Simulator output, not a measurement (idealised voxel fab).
This section sets out a process module, namely voxel self aligned contacts.
Cross-section cut: width 170 nm, square cells of 5 nm.
A cross-section is written here as square cells arranged in a grid, and it is given in bands from the top down, each band taking up one or more rows of cells.
Band: top and bottom heights (nm) first, top before bottom; then materials from left to right, widths in nm. "everywhere" marks a sole material filling the band edge to edge. "empty" denotes empty space.
Height 0 is the level under which the wafer as received is all one material. The lowest band goes on downwards, as in "z 0 and below".
With a width like "30->40", each row of cells in the band differs from the next by the same amount, the top row carrying the first number and the bottom row the second.
"remained unchanged" means the step left every cell of the cross-section as it was.
Any empty space of 8 cells or more lacking an open way to the top shows up in "Closed void list" as width x height at distance, distance from the left edge, in nm.
Heads up: the bit after the settings on a step's line is the simulator's remark on that step.
The optional step-line setting "overlay nm" applies to steps with a mask and quantifies how far to the right of its planned location the mask lay, a negative value indicating leftward placement.

[Process steps (planned)]
1,op RECEIVE | material Si
2,op OXIDIZE | depth nm 5
3,op DIRECTIONAL_DEP | material polySi | thk nm 25
4,op DIRECTIONAL_DEP | material SiN | thk nm 20
5,op DIRECTIONAL_DEP | material aC | thk nm 10
6,op PATTERN | tone cover | mask id GATE | material resist | width nm 30 | pitch nm 65 | thk nm 30 | overlay nm 0
7,op DIRECTIONAL_ETCH | etch materials aC | depth nm 10
8,op STRIP | etch materials resist
9,op DIRECTIONAL_ETCH | etch materials SiN | depth nm 20
10,op DIRECTIONAL_ETCH | etch materials polySi | depth nm 25
11,op STRIP | etch materials aC
12,op CONFORMAL_DEP | material SiN | thk nm 10
13,op DIRECTIONAL_ETCH | etch materials SiN | depth nm 10
14,op FILL_DEP | material SiO2 | thk nm 20
15,op CMP | height nm 55
16,op DIRECTIONAL_DEP | material aC | thk nm 10
17,op PATTERN | tone open | mask id CONTACT | material resist | width nm 45 | thk nm 25 | overlay nm 0
18,op DIRECTIONAL_ETCH | etch materials aC | depth nm 10
19,op STRIP | etch materials resist
20,op DIRECTIONAL_ETCH | etch materials SiO2 | depth nm 60
21,op STRIP | etch materials aC
22,op CONFORMAL_DEP | material TiN | thk nm 5
23,op FILL_DEP | material Ru | thk nm 10
24,op CMP | height nm 55
25,op CONFORMAL_DEP | material SiCN | thk nm 5

[The first wafer of two, processed as planned]

[as received, after step 1]
  z 0 and below: Si everywhere
  Closed void list: none

[The following cross-section depicts the wafer upon completion of step 2]
  z 0 to -5: SiO2 everywhere
  Note: structure below -5 unchanged.

[The following cross-section depicts the wafer upon completion of step 3]
  z 25 to 0: polySi everywhere
  Note: structure below 0 unchanged.

[The following cross-section depicts the wafer upon completion of step 4]
  z 45 to 25: SiN everywhere
  Note: structure below 25 unchanged.

[The following cross-section depicts the wafer upon completion of step 5]
  z 55 to 45: aC everywhere
  Note: structure below 45 unchanged.

[The following cross-section depicts the wafer upon completion of step 6]
  z 85 to 55: empty 35 nm / resist 30 nm / empty 35 nm / resist 30 nm / empty 40 nm
  Note: structure below 55 unchanged.

[The following cross-section depicts the wafer upon completion of step 7]
  z 75 to 55: empty 35 nm / resist 30 nm / empty 35 nm / resist 30 nm / empty 40 nm
  z 55 to 45: empty 35 nm / aC 30 nm / empty 35 nm / aC 30 nm / empty 40 nm
  Note: structure below 45 unchanged.

[The following cross-section depicts the wafer upon completion of step 8]
  z 55 to 45: empty 35 nm / aC 30 nm / empty 35 nm / aC 30 nm / empty 40 nm
  Note: structure below 45 unchanged.

[The following cross-section depicts the wafer upon completion of step 9]
  z 55 to 45: empty 35 nm / aC 30 nm / empty 35 nm / aC 30 nm / empty 40 nm
  z 45 to 25: empty 35 nm / SiN 30 nm / empty 35 nm / SiN 30 nm / empty 40 nm
  Note: structure below 25 unchanged.

[The following cross-section depicts the wafer upon completion of step 10]
  z 55 to 45: empty 35 nm / aC 30 nm / empty 35 nm / aC 30 nm / empty 40 nm
  z 45 to 25: empty 35 nm / SiN 30 nm / empty 35 nm / SiN 30 nm / empty 40 nm
  z 25 to 0: empty 35 nm / polySi 30 nm / empty 35 nm / polySi 30 nm / empty 40 nm
  Note: structure below 0 unchanged.

[The following cross-section depicts the wafer upon completion of step 11]
  z 45 to 25: empty 35 nm / SiN 30 nm / empty 35 nm / SiN 30 nm / empty 40 nm
  Note: structure below 25 unchanged.

[The following cross-section depicts the wafer upon completion of step 12]
  z 55 to 25: empty 25 nm / SiN 50 nm / empty 15 nm / SiN 50 nm / empty 30 nm
  z 25 to 10: empty 25 nm / SiN 10 nm / polySi 30 nm / SiN 10 nm / empty 15 nm / SiN 10 nm / polySi 30 nm / SiN 10 nm / empty 30 nm
  z 10 to 0: SiN 35 nm / polySi 30 nm / SiN 35 nm / polySi 30 nm / SiN 40 nm
  Note: structure below 0 unchanged.

[The following cross-section depicts the wafer upon completion of step 13]
  z 45 to 25: empty 25 nm / SiN 50 nm / empty 15 nm / SiN 50 nm / empty 30 nm
  z 25 to 0: empty 25 nm / SiN 10 nm / polySi 30 nm / SiN 10 nm / empty 15 nm / SiN 10 nm / polySi 30 nm / SiN 10 nm / empty 30 nm
  Note: structure below 0 unchanged.

[The following cross-section depicts the wafer upon completion of step 14]
  z 65 to 45: SiO2 everywhere
  z 45 to 25: SiO2 25 nm / SiN 50 nm / SiO2 15 nm / SiN 50 nm / SiO2 30 nm
  z 25 to 0: SiO2 25 nm / SiN 10 nm / polySi 30 nm / SiN 10 nm / SiO2 15 nm / SiN 10 nm / polySi 30 nm / SiN 10 nm / SiO2 30 nm
  Note: structure below 0 unchanged.

[The following cross-section depicts the wafer upon completion of step 15]
  z 55 to 45: SiO2 everywhere
  Note: structure below 45 unchanged.

[The following cross-section depicts the wafer upon completion of step 16]
  z 65 to 55: aC everywhere
  Note: structure below 55 unchanged.

[The following cross-section depicts the wafer upon completion of step 17]
  z 90 to 65: resist 60 nm / empty 45 nm / resist 65 nm
  Note: structure below 65 unchanged.

[The following cross-section depicts the wafer upon completion of step 18]
  z 80 to 65: resist 60 nm / empty 45 nm / resist 65 nm
  z 65 to 55: aC 60 nm / empty 45 nm / aC 65 nm
  Note: structure below 55 unchanged.

[The following cross-section depicts the wafer upon completion of step 19]
  z 65 to 55: aC 60 nm / empty 45 nm / aC 65 nm
  Note: structure below 55 unchanged.

[The following cross-section depicts the wafer upon completion of step 20]
  z 65 to 55: aC 60 nm / empty 45 nm / aC 65 nm
  z 55 to 45: SiO2 60 nm / empty 45 nm / SiO2 65 nm
  z 45 to 25: SiO2 25 nm / SiN 50 nm / empty 15 nm / SiN 50 nm / SiO2 30 nm
  z 25 to 0: SiO2 25 nm / SiN 10 nm / polySi 30 nm / SiN 10 nm / empty 15 nm / SiN 10 nm / polySi 30 nm / SiN 10 nm / SiO2 30 nm
  z 0 to -5: SiO2 75 nm / empty 15 nm / SiO2 80 nm
  Note: structure below -5 unchanged.

[The following cross-section depicts the wafer upon completion of step 21]
  z 55 to 45: SiO2 60 nm / empty 45 nm / SiO2 65 nm
  Note: structure below 45 unchanged.

[The following cross-section depicts the wafer upon completion of step 22]
  z 60 to 55: TiN 65 nm / empty 35 nm / TiN 70 nm
  z 55 to 45: SiO2 60 nm / TiN 5->20 nm / empty 35->5 nm / TiN 5->20 nm / SiO2 65 nm
  z 45 to 25: SiO2 25 nm / SiN 50 nm / TiN 5 nm / empty 5 nm / TiN 5 nm / SiN 50 nm / SiO2 30 nm
  z 25 to 0: SiO2 25 nm / SiN 10 nm / polySi 30 nm / SiN 10 nm / TiN 5 nm / empty 5 nm / TiN 5 nm / SiN 10 nm / polySi 30 nm / SiN 10 nm / SiO2 30 nm
  z 0 to -5: SiO2 75 nm / TiN 15 nm / SiO2 80 nm
  Note: structure below -5 unchanged.

[The following cross-section depicts the wafer upon completion of step 23]
  z 70 to 60: Ru everywhere
  z 60 to 55: TiN 65 nm / Ru 35 nm / TiN 70 nm
  z 55 to 45: SiO2 60 nm / TiN 5->20 nm / Ru 35->5 nm / TiN 5->20 nm / SiO2 65 nm
  z 45 to 25: SiO2 25 nm / SiN 50 nm / TiN 5 nm / Ru 5 nm / TiN 5 nm / SiN 50 nm / SiO2 30 nm
  z 25 to 0: SiO2 25 nm / SiN 10 nm / polySi 30 nm / SiN 10 nm / TiN 5 nm / Ru 5 nm / TiN 5 nm / SiN 10 nm / polySi 30 nm / SiN 10 nm / SiO2 30 nm
  Note: structure below 0 unchanged.

[The following cross-section depicts the wafer upon completion of step 24]
  z 55 to 45: SiO2 60 nm / TiN 5->20 nm / Ru 35->5 nm / TiN 5->20 nm / SiO2 65 nm
  Note: structure below 45 unchanged.

[The following cross-section depicts the wafer upon completion of step 25]
  z 60 to 55: SiCN everywhere
  Note: structure below 55 unchanged.

[Second of two: same start, same plan, one run error; steps up to and including 1 match the first]

Planned end of step 2: second wafer, cross-section: remained unchanged

[Planned end of step 3: second wafer, cross-section]
  z 25 to 0: polySi everywhere
  Note: structure below 0 unchanged.

[Planned end of step 4: second wafer, cross-section]
  z 45 to 25: SiN everywhere
  Note: structure below 25 unchanged.

[Planned end of step 5: second wafer, cross-section]
  z 55 to 45: aC everywhere
  Note: structure below 45 unchanged.

[Planned end of step 6: second wafer, cross-section]
  z 85 to 55: empty 35 nm / resist 30 nm / empty 35 nm / resist 30 nm / empty 40 nm
  Note: structure below 55 unchanged.

[Planned end of step 7: second wafer, cross-section]
  z 75 to 55: empty 35 nm / resist 30 nm / empty 35 nm / resist 30 nm / empty 40 nm
  z 55 to 45: empty 35 nm / aC 30 nm / empty 35 nm / aC 30 nm / empty 40 nm
  Note: structure below 45 unchanged.

[Planned end of step 8: second wafer, cross-section]
  z 55 to 45: empty 35 nm / aC 30 nm / empty 35 nm / aC 30 nm / empty 40 nm
  Note: structure below 45 unchanged.

[Planned end of step 9: second wafer, cross-section]
  z 55 to 45: empty 35 nm / aC 30 nm / empty 35 nm / aC 30 nm / empty 40 nm
  z 45 to 25: empty 35 nm / SiN 30 nm / empty 35 nm / SiN 30 nm / empty 40 nm
  Note: structure below 25 unchanged.

[Planned end of step 10: second wafer, cross-section]
  z 55 to 45: empty 35 nm / aC 30 nm / empty 35 nm / aC 30 nm / empty 40 nm
  z 45 to 25: empty 35 nm / SiN 30 nm / empty 35 nm / SiN 30 nm / empty 40 nm
  z 25 to 0: empty 35 nm / polySi 30 nm / empty 35 nm / polySi 30 nm / empty 40 nm
  Note: structure below 0 unchanged.

[Planned end of step 11: second wafer, cross-section]
  z 45 to 25: empty 35 nm / SiN 30 nm / empty 35 nm / SiN 30 nm / empty 40 nm
  Note: structure below 25 unchanged.

[Planned end of step 12: second wafer, cross-section]
  z 55 to 25: empty 25 nm / SiN 50 nm / empty 15 nm / SiN 50 nm / empty 30 nm
  z 25 to 10: empty 25 nm / SiN 10 nm / polySi 30 nm / SiN 10 nm / empty 15 nm / SiN 10 nm / polySi 30 nm / SiN 10 nm / empty 30 nm
  z 10 to 0: SiN 35 nm / polySi 30 nm / SiN 35 nm / polySi 30 nm / SiN 40 nm
  Note: structure below 0 unchanged.

[Planned end of step 13: second wafer, cross-section]
  z 45 to 25: empty 25 nm / SiN 50 nm / empty 15 nm / SiN 50 nm / empty 30 nm
  z 25 to 0: empty 25 nm / SiN 10 nm / polySi 30 nm / SiN 10 nm / empty 15 nm / SiN 10 nm / polySi 30 nm / SiN 10 nm / empty 30 nm
  Note: structure below 0 unchanged.

[Planned end of step 14: second wafer, cross-section]
  z 65 to 45: SiO2 everywhere
  z 45 to 25: SiO2 25 nm / SiN 50 nm / SiO2 15 nm / SiN 50 nm / SiO2 30 nm
  z 25 to 0: SiO2 25 nm / SiN 10 nm / polySi 30 nm / SiN 10 nm / SiO2 15 nm / SiN 10 nm / polySi 30 nm / SiN 10 nm / SiO2 30 nm
  Note: structure below 0 unchanged.

[Planned end of step 15: second wafer, cross-section]
  z 55 to 45: SiO2 everywhere
  Note: structure below 45 unchanged.

[Planned end of step 16: second wafer, cross-section]
  z 65 to 55: aC everywhere
  Note: structure below 55 unchanged.

[Planned end of step 17: second wafer, cross-section]
  z 90 to 65: resist 60 nm / empty 45 nm / resist 65 nm
  Note: structure below 65 unchanged.

[Planned end of step 18: second wafer, cross-section]
  z 80 to 65: resist 60 nm / empty 45 nm / resist 65 nm
  z 65 to 55: aC 60 nm / empty 45 nm / aC 65 nm
  Note: structure below 55 unchanged.

[Planned end of step 19: second wafer, cross-section]
  z 65 to 55: aC 60 nm / empty 45 nm / aC 65 nm
  Note: structure below 55 unchanged.

[Planned end of step 20: second wafer, cross-section]
  z 65 to 55: aC 60 nm / empty 45 nm / aC 65 nm
  z 55 to 45: SiO2 60 nm / empty 45 nm / SiO2 65 nm
  z 45 to 25: SiO2 25 nm / SiN 50 nm / empty 15 nm / SiN 50 nm / SiO2 30 nm
  z 25 to 0: SiO2 25 nm / SiN 10 nm / polySi 30 nm / SiN 10 nm / empty 15 nm / SiN 10 nm / polySi 30 nm / SiN 10 nm / SiO2 30 nm
  Note: structure below 0 unchanged.

[Planned end of step 21: second wafer, cross-section]
  z 55 to 45: SiO2 60 nm / empty 45 nm / SiO2 65 nm
  Note: structure below 45 unchanged.

[Planned end of step 22: second wafer, cross-section]
  z 60 to 55: TiN 65 nm / empty 35 nm / TiN 70 nm
  z 55 to 45: SiO2 60 nm / TiN 5->20 nm / empty 35->5 nm / TiN 5->20 nm / SiO2 65 nm
  z 45 to 25: SiO2 25 nm / SiN 50 nm / TiN 5 nm / empty 5 nm / TiN 5 nm / SiN 50 nm / SiO2 30 nm
  z 25 to 5: SiO2 25 nm / SiN 10 nm / polySi 30 nm / SiN 10 nm / TiN 5 nm / empty 5 nm / TiN 5 nm / SiN 10 nm / polySi 30 nm / SiN 10 nm / SiO2 30 nm
  z 5 to 0: SiO2 25 nm / SiN 10 nm / polySi 30 nm / SiN 10 nm / TiN 15 nm / SiN 10 nm / polySi 30 nm / SiN 10 nm / SiO2 30 nm
  Note: structure below 0 unchanged.

[Planned end of step 23: second wafer, cross-section]
  z 70 to 60: Ru everywhere
  z 60 to 55: TiN 65 nm / Ru 35 nm / TiN 70 nm
  z 55 to 45: SiO2 60 nm / TiN 5->20 nm / Ru 35->5 nm / TiN 5->20 nm / SiO2 65 nm
  z 45 to 25: SiO2 25 nm / SiN 50 nm / TiN 5 nm / Ru 5 nm / TiN 5 nm / SiN 50 nm / SiO2 30 nm
  z 25 to 5: SiO2 25 nm / SiN 10 nm / polySi 30 nm / SiN 10 nm / TiN 5 nm / Ru 5 nm / TiN 5 nm / SiN 10 nm / polySi 30 nm / SiN 10 nm / SiO2 30 nm
  Note: structure below 5 unchanged.

[Planned end of step 24: second wafer, cross-section]
  z 55 to 45: SiO2 60 nm / TiN 5->20 nm / Ru 35->5 nm / TiN 5->20 nm / SiO2 65 nm
  Note: structure below 45 unchanged.

[Planned end of step 25: second wafer, cross-section]
  z 60 to 55: SiCN everywhere
  Note: structure below 55 unchanged.
What was done differently from what was planned? step 2 was left out
FYI, end of process, the second wafer has more or fewer cells of some materials than the first: Ru: 1 fewer | Si: 34 more | SiO2: 31 fewer | TiN: 2 fewer
